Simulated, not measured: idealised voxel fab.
process module | voxel tone inversion
cross-section cut | 145 nm wide | cells 5 nm
A cross-section is a grid of square cells, given in bands from the top down. A band is one or more rows of cells.
Each band's line starts with the height of the band's top and of its bottom, in nm. Then come its materials from left to right, each with its width in nm. One material with "throughout" fills the band from edge to edge. "air" is empty space.
Height 0 is the level under which the wafer as received is all one material. The lowest band goes on downwards, as in "0 down".
A width such as "30 to 40" changes by the same amount from each row of cells to the next, from the band's top row to its bottom row.
"no change" after a step means that no cell of the cross-section changed.
closed voids: empty space of 8 cells or more with no open way to the top, each as width x height at its distance from the left edge, in nm
after a step's settings: what the simulator itself notes on the step
overlay nm, on a step with a mask: how far to the right of its planned place the mask lay; to the left if negative
plan
1 op RECEIVE | material Si
2 op CONFORMAL_DEP | material SiN | thk nm 10
3 op DIRECTIONAL_DEP | material polySi | thk nm 15
4 op PATTERN | tone cover | mask id POSTS | material resist | width nm 15 | pitch nm 30 | thk nm 25 | overlay nm -15
5 op DIRECTIONAL_ETCH | etch materials polySi | depth nm 15
6 op STRIP | etch materials resist
7 op FILL_DEP | material SiO2 | thk nm 10
8 op CMP | height nm 25
9 op STRIP | etch materials polySi
10 op CONFORMAL_DEP | material TiN | thk nm 5
11 op FILL_DEP | material Ru | thk nm 10
12 op CMP | height nm 25
13 op CONFORMAL_DEP | material SiCN | thk nm 5
varied across the wafers: overlay nm of step 4. The plan shows the first wafer's value. All wafers start alike
first wafer as received, after step 1
  0 down: Si throughout
  closed voids: none
each wafer at the end: cells of each material gained (+) or lost (-) since it was received, then its closed voids
overlay nm -15 | +6 Ru | +29 SiCN | +58 SiN | +60 SiO2 | +21 TiN | closed voids: none
overlay nm -10 | +6 Ru | +29 SiCN | +58 SiN | +60 SiO2 | +21 TiN | closed voids: none
overlay nm -5 | +6 Ru | +29 SiCN | +58 SiN | +60 SiO2 | +21 TiN | closed voids: none
overlay nm 0 | +6 Ru | +29 SiCN | +58 SiN | +60 SiO2 | +21 TiN | closed voids: none
overlay nm 5 | +6 Ru | +29 SiCN | +58 SiN | +60 SiO2 | +21 TiN | closed voids: none
overlay nm 10 | +6 Ru | +29 SiCN | +58 SiN | +60 SiO2 | +21 TiN | closed voids: none
overlay nm 15 | +6 Ru | +29 SiCN | +58 SiN | +60 SiO2 | +21 TiN | closed voids: none
